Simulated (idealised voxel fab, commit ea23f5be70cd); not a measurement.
Process module heading - voxel wiring stack
For reference, the cross-section in this document is cut, with width 185 nm and square cells of 5 nm.
Notation: cross-section as square-cell grid; stated in bands, top first, going down; one or more cell rows per band.
Band entry format. Leading values: height of top, height of bottom, nm. Remainder: materials in left-to-right order, each with its width in nm. Special words: "edge to edge" on a single material, which then fills the band edge to edge; "blank", empty space.
Heights are expressed relative to 0, this being the level below which the as-received wafer comprises one material exclusively. The lowest band is unbounded in the downward direction and is denoted as in "0 and below".
A width given as "30->40" starts at the first number in the band's top row and ends at the second number in its bottom row, shifting by an equal amount at every step from row to row.
Where a step carries "identical to before", the cross-section came out of it unchanged, cell for cell.
The entry titled "Voids, fully enclosed" provides the empty spaces that have no open way to the top, restricted to those of 8 cells or more. Each is presented as width x height at distance, the distance being measured from the left edge, with all three in nm.
Heads up: the bit after the settings on a step's line is the simulator's remark on that step.
overlay nm: right-of-plan distance of the mask on a masked step; negative values mean left-of-plan.

# Planned step list for the process
1) RECEIVE [material Si]
2) CONFORMAL_DEP [material SiO2] [thk nm 10]
3) CONFORMAL_DEP [material SiN] [thk nm 5]
4) DIRECTIONAL_DEP [material SiO2] [thk nm 25]
5) MASKED_ETCH [tone open] [mask id METAL_1] [width nm 20] [pitch nm 45] [etch materials SiO2] [depth nm 25] [overlay nm 0]
6) MASKED_ETCH [tone open] [mask id METAL_1] [width nm 20] [pitch nm 45] [etch materials SiN] [depth nm 5] [overlay nm 0]
7) CONFORMAL_DEP [material TiN] [thk nm 5]
8) FILL_DEP [material Cu] [thk nm 5]
9) CMP [height nm 40]
10) EPI [material Ru] [thk nm 5]
11) FILL_DEP [material SiCN] [thk nm 5]
12) DIRECTIONAL_DEP [material lowk] [thk nm 30]
13) DIRECTIONAL_DEP [material aC] [thk nm 10]
14) PATTERN [tone open] [mask id METAL_2_HOLES] [material resist] [width nm 15] [pitch nm 45] [thk nm 30] [overlay nm 0]
15) DIRECTIONAL_ETCH [etch materials aC] [depth nm 10]
16) STRIP [etch materials resist]
17) DIRECTIONAL_ETCH [etch materials lowk] [depth nm 30]
18) STRIP [etch materials aC]
19) MASKED_ETCH [tone open] [mask id METAL_2] [width nm 20] [pitch nm 45] [etch materials lowk] [depth nm 20] [overlay nm 0]
20) MASKED_ETCH [tone open] [mask id METAL_2] [width nm 20] [pitch nm 45] [etch materials SiCN] [depth nm 5] [overlay nm 0]
21) CONFORMAL_DEP [material TiN] [thk nm 5]
22) FILL_DEP [material Cu] [thk nm 10]
23) CMP [height nm 80]
24) CONFORMAL_DEP [material SiN] [thk nm 5]

# Wafer cross-section on receipt, i.e. after step 1
0 and below: Si edge to edge
Voids, fully enclosed: none

# Here's the cross-section of the first of our two wafers at the end of the module - it ran as planned
85 down to 80: SiN edge to edge
80 down to 65: 15 lowk, 5 TiN, 10 Cu, 5 TiN, 25 lowk, 5 TiN, 10 Cu, 5 TiN, 25 lowk, 5 TiN, 10 Cu, 5 TiN, 25 lowk, 5 TiN, 10 Cu, 5 TiN, 15 lowk
65 down to 60: 15 lowk, 5 TiN, 5 Cu, 10 TiN, 25 lowk, 5 TiN, 5 Cu, 10 TiN, 25 lowk, 5 TiN, 5 Cu, 10 TiN, 25 lowk, 5 TiN, 5 Cu, 10 TiN, 15 lowk
60 down to 50: 15 lowk, 5 TiN, 5 Cu, 5 TiN, 30 lowk, 5 TiN, 5 Cu, 5 TiN, 30 lowk, 5 TiN, 5 Cu, 5 TiN, 30 lowk, 5 TiN, 5 Cu, 5 TiN, 20 lowk
50 down to 45: 15 SiCN, 15 TiN, 30 SiCN, 15 TiN, 30 SiCN, 15 TiN, 30 SiCN, 15 TiN, 20 SiCN
45 down to 40: 10 SiCN, 30 Ru, 15 SiCN, 30 Ru, 15 SiCN, 30 Ru, 15 SiCN, 30 Ru, 10 SiCN
40 down to 15: 15 SiO2, 5 TiN, 10 Cu, 5 TiN, 25 SiO2, 5 TiN, 10 Cu, 5 TiN, 25 SiO2, 5 TiN, 10 Cu, 5 TiN, 25 SiO2, 5 TiN, 10 Cu, 5 TiN, 15 SiO2
15 down to 10: 15 SiN, 20 TiN, 25 SiN, 20 TiN, 25 SiN, 20 TiN, 25 SiN, 20 TiN, 15 SiN
10 down to 0: SiO2 edge to edge
0 and below: Si edge to edge
Voids, fully enclosed: none

# Wafer two (of two), end-of-module cross-section: start = wafer one, plan = wafer one, one run mistake
85 down to 80: SiN edge to edge
80 down to 65: 25 Cu, 5 TiN, 5 lowk, 5 TiN, 30 Cu, 5 TiN, 5 lowk, 5 TiN, 30 Cu, 5 TiN, 5 lowk, 5 TiN, 30 Cu, 5 TiN, 5 lowk, 5 TiN, 10 Cu
65 down to 60: 20 TiN, 5 Cu, 5 TiN, 5 lowk, 30 TiN, 5 Cu, 5 TiN, 5 lowk, 30 TiN, 5 Cu, 5 TiN, 5 lowk, 30 TiN, 5 Cu, 5 TiN, 5 lowk, 15 TiN
60 down to 50: 15 lowk, 5 TiN, 5 Cu, 5 TiN, 30 lowk, 5 TiN, 5 Cu, 5 TiN, 30 lowk, 5 TiN, 5 Cu, 5 TiN, 30 lowk, 5 TiN, 5 Cu, 5 TiN, 20 lowk
50 down to 45: 15 SiCN, 15 TiN, 30 SiCN, 15 TiN, 30 SiCN, 15 TiN, 30 SiCN, 15 TiN, 20 SiCN
45 down to 40: 10 SiCN, 30 Ru, 15 SiCN, 30 Ru, 15 SiCN, 30 Ru, 15 SiCN, 30 Ru, 10 SiCN
40 down to 15: 15 SiO2, 5 TiN, 10 Cu, 5 TiN, 25 SiO2, 5 TiN, 10 Cu, 5 TiN, 25 SiO2, 5 TiN, 10 Cu, 5 TiN, 25 SiO2, 5 TiN, 10 Cu, 5 TiN, 15 SiO2
15 down to 10: 15 SiN, 20 TiN, 25 SiN, 20 TiN, 25 SiN, 20 TiN, 25 SiN, 20 TiN, 15 SiN
10 down to 0: SiO2 edge to edge
0 and below: Si edge to edge
Voids, fully enclosed: none
What was done differently from what was planned? step 19 was run on a setting that differed from the plan, and what really ran there is MASKED_ETCH [tone cover] [mask id METAL_2] [width nm 20] [pitch nm 45] [etch materials lowk] [depth nm 20] [overlay nm 0]
Counted in cells at the end, the second wafer holds more or fewer of these materials than the first: 51 more of Cu, 17 more of TiN, 68 fewer of lowk
